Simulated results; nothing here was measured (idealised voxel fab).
process module | voxel ribs on slabs
cross-section cut | 190 nm wide | cells 5 nm
A cross-section is a grid of square cells, given in bands from the top down. A band is one or more rows of cells.
Each band's line starts with the height of the band's top and of its bottom, in nm. Then come its materials from left to right, each with its width in nm. One material with "throughout" fills the band from edge to edge. "air" is empty space.
Height 0 is the level under which the wafer as received is all one material. The lowest band goes on downwards, as in "0 down".
A width such as "30 to 40" changes by the same amount from each row of cells to the next, from the band's top row to its bottom row.
"no change" after a step means that no cell of the cross-section changed.
closed voids: empty space of 8 cells or more with no open way to the top, each as width x height at its distance from the left edge, in nm
after a step's settings: what the simulator itself notes on the step
overlay nm, on a step with a mask: how far to the right of its planned place the mask lay; to the left if negative
plan
1 op RECEIVE | material Si
2 op DIRECTIONAL_DEP | material SiO2 | thk nm 25
3 op DIRECTIONAL_DEP | material SiN | thk nm 15
4 op PATTERN | tone cover | mask id RIB | material resist | width nm 30 | thk nm 20 | overlay nm 0
5 op DIRECTIONAL_ETCH | etch materials SiN | depth nm 5
6 op STRIP | etch materials resist
7 op MASKED_ETCH | tone cover | mask id SLAB | width nm 80 | etch materials SiN | depth nm 10 | overlay nm -15
8 op FILL_DEP | material SiO2 | thk nm 20
9 op CMP | height nm 50
10 op DIRECTIONAL_DEP | material TiN | thk nm 10
11 op PATTERN | tone cover | mask id HEATER | material resist | width nm 40 | thk nm 20 | overlay nm 0
12 op DIRECTIONAL_ETCH | etch materials TiN | depth nm 10
13 op STRIP | etch materials resist
14 op CONFORMAL_DEP | material SiN | thk nm 5
varied across the wafers: overlay nm of step 7. The plan shows the first wafer's value. All wafers start alike
first wafer as received, after step 1
  0 down: Si throughout
  closed voids: none
first wafer at the end, after step 14
  65 to 60: air 70 | SiN 50 | air 70
  60 to 55: air 70 | SiN 5 | TiN 40 | SiN 5 | air 70
  55 to 50: SiN 75 | TiN 40 | SiN 75
  50 to 40: SiO2 throughout
  40 to 35: SiO2 80 | SiN 30 | SiO2 80
  35 to 25: SiO2 40 | SiN 80 | SiO2 70
  25 to 0: SiO2 throughout
  0 down: Si throughout
  closed voids: none
last wafer at the end
  65 to 60: air 70 | SiN 50 | air 70
  60 to 55: air 70 | SiN 5 | TiN 40 | SiN 5 | air 70
  55 to 50: SiN 75 | TiN 40 | SiN 75
  50 to 40: SiO2 throughout
  40 to 35: SiO2 80 | SiN 30 | SiO2 80
  35 to 25: SiO2 70 | SiN 80 | SiO2 40
  25 to 0: SiO2 throughout
  0 down: Si throughout
  closed voids: none
each wafer at the end: cells of each material gained (+) or lost (-) since it was received, then its closed voids
overlay nm -15 | +80 SiN | +342 SiO2 | +16 TiN | closed voids: none
overlay nm -10 | +80 SiN | +342 SiO2 | +16 TiN | closed voids: none
overlay nm -5 | +80 SiN | +342 SiO2 | +16 TiN | closed voids: none
overlay nm 0 | +80 SiN | +342 SiO2 | +16 TiN | closed voids: none
overlay nm 5 | +80 SiN | +342 SiO2 | +16 TiN | closed voids: none
overlay nm 10 | +80 SiN | +342 SiO2 | +16 TiN | closed voids: none
overlay nm 15 | +80 SiN | +342 SiO2 | +16 TiN | closed voids: none
